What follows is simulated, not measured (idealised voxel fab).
Module name: voxel trench capacitor (process module)
Cross-section cut spans 205 nm and uses square cells 5 nm in size.
Square cells in a grid make up a cross-section in this document, and the grid is given as bands, listed from the top down, each one or more rows of cells.
Band entry format. Leading values: height of top, height of bottom, nm. Remainder: materials in left-to-right order, each with its width in nm. Special words: "edge to edge" on a single material, which then fills the band edge to edge; "empty", empty space.
Zero point of the height axis is 0; under it, received wafer = one material. Lowest band: continues down indefinitely, "from 0 down".
Note: "30..40" means the width goes from the first number (top row of the band) to the second number (bottom row) in equal steps per row of cells.
The designation "identical to before", where it is given for a processing step, indicates that no cell of the cross-section was altered in the course of that step.
In the "Trapped voids" entry, you get each enclosed empty space of 8 cells or more, one with no open way to the top, written width x height at distance, distance from the left edge, in nm.
Anything after a step's settings on that line? It's the simulator's own note about the step.
"overlay nm" denotes, for a step that has a mask, the displacement of the mask to the right of its planned place, with negative values corresponding to the left.
plan
- 1: RECEIVE: material Si
- 2: CONFORMAL_DEP: material SiN, thk nm 5
- 3: DIRECTIONAL_DEP: material aC, thk nm 15
- 4: PATTERN: tone open, mask id TRENCH, material resist, width nm 25, pitch nm 50, thk nm 35, overlay nm 0
- 5: DIRECTIONAL_ETCH: etch materials aC, depth nm 15
- 6: STRIP: etch materials resist
- 7: DIRECTIONAL_ETCH: etch materials SiN, depth nm 10
- 8: DIRECTIONAL_ETCH: etch materials Si, depth nm 25
- 9: STRIP: etch materials aC
- 10: CONFORMAL_DEP: material SiO2, thk nm 5
- 11: FILL_DEP: material polySi, thk nm 10
- 12: CMP: height nm 10
The thk nm used in step 2 is not the same on every wafer, whereas the starting condition is; the value printed in the plan is the first wafer's.
Cross-sectional view of the first of several wafers in the as-received condition, corresponding to the state following step 1
* from 0 down = Si edge to edge
* Trapped voids: none
Once step 12, the last step, is complete, the module is at its end; this is the cross-section of the first of several wafers
* from 10 to 5 = SiO2 45 / polySi 15 / SiO2 35 / polySi 15 / SiO2 35 / polySi 15 / SiO2 45
* from 5 to 0 = SiN 40 / SiO2 5 / polySi 15 / SiO2 5 / SiN 25 / SiO2 5 / polySi 15 / SiO2 5 / SiN 25 / SiO2 5 / polySi 15 / SiO2 5 / SiN 40
* from 0 to -20 = Si 40 / SiO2 5 / polySi 15 / SiO2 5 / Si 25 / SiO2 5 / polySi 15 / SiO2 5 / Si 25 / SiO2 5 / polySi 15 / SiO2 5 / Si 40
* from -20 to -25 = Si 40 / SiO2 25 / Si 25 / SiO2 25 / Si 25 / SiO2 25 / Si 40
* from -25 down = Si edge to edge
* Trapped voids: none
The final wafer, sectioned at module end
* from 10 to 0 = SiN edge to edge
* from 0 down = Si edge to edge
* Trapped voids: none
Here is how to read the rows: every wafer has a row, and it shows the wafer at the end of the module, giving for each material how many cells were gained (+) or lost (-) since the wafer was received, then listing its closed voids
thk nm 5 | -75 Si | +26 SiN | +77 SiO2 | +54 polySi | Trapped voids: none
thk nm 10 | -75 Si | +52 SiN | +51 SiO2 | +54 polySi | Trapped voids: none
thk nm 15 | +67 SiN | +15 SiO2 | Trapped voids: none
thk nm 20 | +82 SiN | Trapped voids: none
thk nm 25 | +82 SiN | Trapped voids: none
